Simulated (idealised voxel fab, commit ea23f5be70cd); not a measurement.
process module | voxel trench capacitor
cross-section cut | 285 nm wide | cells 5 nm
A cross-section is a grid of square cells, given in bands from the top down. A band is one or more rows of cells.
Each band's line starts with the height of the band's top and of its bottom, in nm. Then come its materials from left to right, each with its width in nm. One material with "throughout" fills the band from edge to edge. "air" is empty space.
Height 0 is the level under which the wafer as received is all one material. The lowest band goes on downwards, as in "0 down".
A width such as "30 to 40" changes by the same amount from each row of cells to the next, from the band's top row to its bottom row.
"no change" after a step means that no cell of the cross-section changed.
closed voids: empty space of 8 cells or more with no open way to the top, each as width x height at its distance from the left edge, in nm
after a step's settings: what the simulator itself notes on the step
overlay nm, on a step with a mask: how far to the right of its planned place the mask lay; to the left if negative
plan
1 op RECEIVE | material Si
2 op CONFORMAL_DEP | material SiN | thk nm 5
3 op DIRECTIONAL_DEP | material aC | thk nm 10
4 op PATTERN | tone open | mask id TRENCH | material resist | width nm 30 | pitch nm 60 | thk nm 25 | overlay nm 0
5 op DIRECTIONAL_ETCH | etch materials aC | depth nm 10
6 op STRIP | etch materials resist
7 op DIRECTIONAL_ETCH | etch materials SiN | depth nm 5
8 op DIRECTIONAL_ETCH | etch materials Si | depth nm 30
9 op STRIP | etch materials aC
10 op CONFORMAL_DEP | material HfO2 | thk nm 5
11 op CONFORMAL_DEP | material TiN | thk nm 5
12 op FILL_DEP | material W | thk nm 10
13 op CMP | height nm 5
as received, after step 1
  0 down: Si throughout
  closed voids: none
first wafer at the end, as planned
  5 to 0: SiN 35 | HfO2 5 | TiN 5 | W 10 | TiN 5 | HfO2 5 | SiN 30 | HfO2 5 | TiN 5 | W 10 | TiN 5 | HfO2 5 | SiN 30 | HfO2 5 | TiN 5 | W 10 | TiN 5 | HfO2 5 | SiN 30 | HfO2 5 | TiN 5 | W 10 | TiN 5 | HfO2 5 | SiN 40
  0 to -20: Si 35 | HfO2 5 | TiN 5 | W 10 | TiN 5 | HfO2 5 | Si 30 | HfO2 5 | TiN 5 | W 10 | TiN 5 | HfO2 5 | Si 30 | HfO2 5 | TiN 5 | W 10 | TiN 5 | HfO2 5 | Si 30 | HfO2 5 | TiN 5 | W 10 | TiN 5 | HfO2 5 | Si 40
  -20 to -25: Si 35 | HfO2 5 | TiN 20 | HfO2 5 | Si 30 | HfO2 5 | TiN 20 | HfO2 5 | Si 30 | HfO2 5 | TiN 20 | HfO2 5 | Si 30 | HfO2 5 | TiN 20 | HfO2 5 | Si 40
  -25 to -30: Si 35 | HfO2 30 | Si 30 | HfO2 30 | Si 30 | HfO2 30 | Si 30 | HfO2 30 | Si 40
  -30 down: Si throughout
  closed voids: none
second wafer at the end: like start, like plan, one mistake
  5 to 0: SiN 25 | HfO2 5 | TiN 5 | W 10 | TiN 5 | HfO2 5 | SiN 30 | HfO2 5 | TiN 5 | W 10 | TiN 5 | HfO2 5 | SiN 30 | HfO2 5 | TiN 5 | W 10 | TiN 5 | HfO2 5 | SiN 30 | HfO2 5 | TiN 5 | W 10 | TiN 5 | HfO2 5 | SiN 50
  0 to -20: Si 25 | HfO2 5 | TiN 5 | W 10 | TiN 5 | HfO2 5 | Si 30 | HfO2 5 | TiN 5 | W 10 | TiN 5 | HfO2 5 | Si 30 | HfO2 5 | TiN 5 | W 10 | TiN 5 | HfO2 5 | Si 30 | HfO2 5 | TiN 5 | W 10 | TiN 5 | HfO2 5 | Si 50
  -20 to -25: Si 25 | HfO2 5 | TiN 20 | HfO2 5 | Si 30 | HfO2 5 | TiN 20 | HfO2 5 | Si 30 | HfO2 5 | TiN 20 | HfO2 5 | Si 30 | HfO2 5 | TiN 20 | HfO2 5 | Si 50
  -25 to -30: Si 25 | HfO2 30 | Si 30 | HfO2 30 | Si 30 | HfO2 30 | Si 30 | HfO2 30 | Si 50
  -30 down: Si throughout
  closed voids: none
what went wrong: step 4 ran as: op PATTERN | tone open | mask id TRENCH | material resist | width nm 30 | pitch nm 60 | thk nm 25 | overlay nm -10
at the end the second wafer has, in cells: as many of each material as the first, in other places
